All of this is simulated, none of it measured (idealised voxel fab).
Process module in this document: voxel air gaps
This is section cut - it's 210 nm across, gridded in 5 nm square cells.
When this document writes out a cross-section, it uses a grid of square cells and lists it as bands, beginning at the top and moving down, with a band standing for one or more rows of cells. The band entry comprises the height of the band's top followed by the height of its bottom, expressed in nm, and subsequently the band's materials from left to right, each stated together with its width in nm. Where a single material is marked with the word "all across", that material fills the band from edge to edge. The word "air" represents empty space. Heights from 0 (as-received wafer is one material below). Bottom band endless downward, as "0..down". The width entry "30->40" should be interpreted row by row: the top row of cells in the band takes the first number, the bottom row takes the second number, and the change between adjacent rows is uniform throughout. Where the words "everything unchanged" appear for a step, the cross-section shows no cell changed by that step; every cell remained as before. Entry "Internal closed voids" = empty spaces >= 8 cells with no open way to the top; each as width x height at distance, distance from left edge, all nm. Formally, on a step line, whatever follows the settings is a remark that the simulator itself makes on the step. overlay nm: mask offset rightward from planned place, masked step; negative means leftward offset.

**This section lists the process steps that were planned**
1,RECEIVE with material Si
2,CONFORMAL_DEP with material SiO2, thk nm 10
3,CONFORMAL_DEP with material SiCN, thk nm 5
4,DIRECTIONAL_DEP with material lowk, thk nm 35
5,MASKED_ETCH with tone open, mask id LINES, width nm 20, pitch nm 50, etch materials lowk, depth nm 35, overlay nm 0
6,CONFORMAL_DEP with material TiN, thk nm 5
7,FILL_DEP with material W, thk nm 5
8,CMP with height nm 50
9,EPI with material Ru, thk nm 10
10,SELECTIVE_ETCH with etch materials lowk, depth nm 45
11,CONFORMAL_DEP with material SiCN, thk nm 5

**The cross-section here shows the wafer as received, i.e. in its state after step 1**
0..down: Si all across
Internal closed voids: none

**Same starting wafer, same plan as above, one mistake in the execution; this is the cross-section at the end of the module**
65..60: SiCN all across
60..50: Ru all across
50..45: 25 TiN | 10 W | 40 TiN | 10 W | 40 TiN | 10 W | 40 TiN | 10 W | 25 TiN
45..20: 20 lowk | 5 TiN | 10 W | 5 TiN | 30 lowk | 5 TiN | 10 W | 5 TiN | 30 lowk | 5 TiN | 10 W | 5 TiN | 30 lowk | 5 TiN | 10 W | 5 TiN | 20 lowk
20..15: 20 lowk | 20 TiN | 30 lowk | 20 TiN | 30 lowk | 20 TiN | 30 lowk | 20 TiN | 20 lowk
15..10: SiCN all across
10..0: SiO2 all across
0..down: Si all across
Internal closed voids: none
What was the processing mistake? in deviation from the planned setting, step 4 was conducted as DIRECTIONAL_DEP with material lowk, thk nm 30
